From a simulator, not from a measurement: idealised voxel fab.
Module name: voxel air gaps (process module)
Displayed cross-section: cut, width of 155 nm, square cells sized 5 nm.
Cross-section spec: square-cell grid; bands listed top down; each band is one or more rows. The band entry comprises the height of the band's top followed by the height of its bottom, expressed in nm, and subsequently the band's materials from left to right, each stated together with its width in nm. Where a single material is marked with the word "throughout", that material fills the band from edge to edge. The word "blank" represents empty space. All heights in this document are referenced to 0, defined as the level beneath which the wafer, as received, consists entirely of one material. The lowest band is not bounded below; it extends indefinitely downward and is written in the form "z 0 and below". You'd read "30 to 40" like this: the band's top row of cells is as wide as the first number, its bottom row is as wide as the second, and going down, every row changes width by the same amount as the row before did. When a step is marked "identical to before", none of the cells in the cross-section changed during that step. "Closed void register" lists enclosed empty spaces (at least 8 cells, no open path upward to the top), each as width x height at distance from the left edge, in nm. If you see something after the settings on a step's line, that's the simulator's own remark about that step. overlay nm: mask offset rightward from planned place, masked step; negative means leftward offset.

### List of planned process steps
| 1 | RECEIVE, material Si |
| 2 | CONFORMAL_DEP, material SiO2, thk nm 10 |
| 3 | CONFORMAL_DEP, material SiN, thk nm 5 |
| 4 | DIRECTIONAL_DEP, material SiO2, thk nm 30 |
| 5 | DIRECTIONAL_DEP, material aC, thk nm 10 |
| 6 | PATTERN, tone open, mask id LINES, material resist, width nm 20, pitch nm 45, thk nm 30, overlay nm 0 |
| 7 | DIRECTIONAL_ETCH, etch materials aC, depth nm 10 |
| 8 | STRIP, etch materials resist |
| 9 | DIRECTIONAL_ETCH, etch materials SiO2, depth nm 30 |
| 10 | STRIP, etch materials aC |
| 11 | CONFORMAL_DEP, material TiN, thk nm 5 |
| 12 | FILL_DEP, material Ru, thk nm 5 |
| 13 | CMP, height nm 45 |
| 14 | EPI, material Ru, thk nm 10 |
| 15 | SELECTIVE_ETCH, etch materials SiO2, depth nm 40 |
| 16 | CONFORMAL_DEP, material SiCN, thk nm 5 |

### So this is the incoming wafer in cross-section - it's already been through step 1
  z 0 and below | Si throughout
  Closed void register: none

### Looking at the first of two wafers in cross-section at end of module - ran to plan
  z 60 to 55 | blank (5) / SiCN (140) / blank (10)
  z 55 to 45 | blank (5) / SiCN (5) / Ru (40) / SiCN (5) / Ru (40) / SiCN (5) / Ru (40) / SiCN (5) / blank (10)
  z 45 to 40 | blank (5) / SiCN (15) / TiN (5) / Ru (10) / TiN (5) / SiCN (25) / TiN (5) / Ru (10) / TiN (5) / SiCN (25) / TiN (5) / Ru (10) / TiN (5) / SiCN (15) / blank (10)
  z 40 to 20 | blank (15) / SiCN (5) / TiN (5) / Ru (10) / TiN (5) / SiCN (5) / blank (15) / SiCN (5) / TiN (5) / Ru (10) / TiN (5) / SiCN (5) / blank (15) / SiCN (5) / TiN (5) / Ru (10) / TiN (5) / SiCN (5) / blank (20)
  z 20 to 15 | SiCN (20) / TiN (20) / SiCN (25) / TiN (20) / SiCN (25) / TiN (20) / SiCN (25)
  z 15 to 10 | SiN throughout
  z 10 to 0 | SiO2 throughout
  z 0 and below | Si throughout
  Closed void register: 15 x 20 at 45; 15 x 20 at 90

### Cross-sectional image of the second wafer of the two following completion of the module. Starting state and process plan were the same as for the first wafer; one execution error occurred
  z 60 to 55 | blank (10) / SiCN (140) / blank (5)
  z 55 to 45 | blank (10) / SiCN (5) / Ru (40) / SiCN (5) / Ru (40) / SiCN (5) / Ru (40) / SiCN (5) / blank (5)
  z 45 to 40 | blank (10) / SiCN (15) / TiN (5) / Ru (10) / TiN (5) / SiCN (25) / TiN (5) / Ru (10) / TiN (5) / SiCN (25) / TiN (5) / Ru (10) / TiN (5) / SiCN (15) / blank (5)
  z 40 to 20 | blank (20) / SiCN (5) / TiN (5) / Ru (10) / TiN (5) / SiCN (5) / blank (15) / SiCN (5) / TiN (5) / Ru (10) / TiN (5) / SiCN (5) / blank (15) / SiCN (5) / TiN (5) / Ru (10) / TiN (5) / SiCN (5) / blank (15)
  z 20 to 15 | SiCN (25) / TiN (20) / SiCN (25) / TiN (20) / SiCN (25) / TiN (20) / SiCN (20)
  z 15 to 10 | SiN throughout
  z 10 to 0 | SiO2 throughout
  z 0 and below | Si throughout
  Closed void register: 15 x 20 at 50; 15 x 20 at 95
Misprocessing identified: step 6 changed vs plan, executed as PATTERN, tone open, mask id LINES, material resist, width nm 20, pitch nm 45, thk nm 30, overlay nm 5
Heads up: at the end the two wafers have identical cell counts per material, they're just laid out differently.
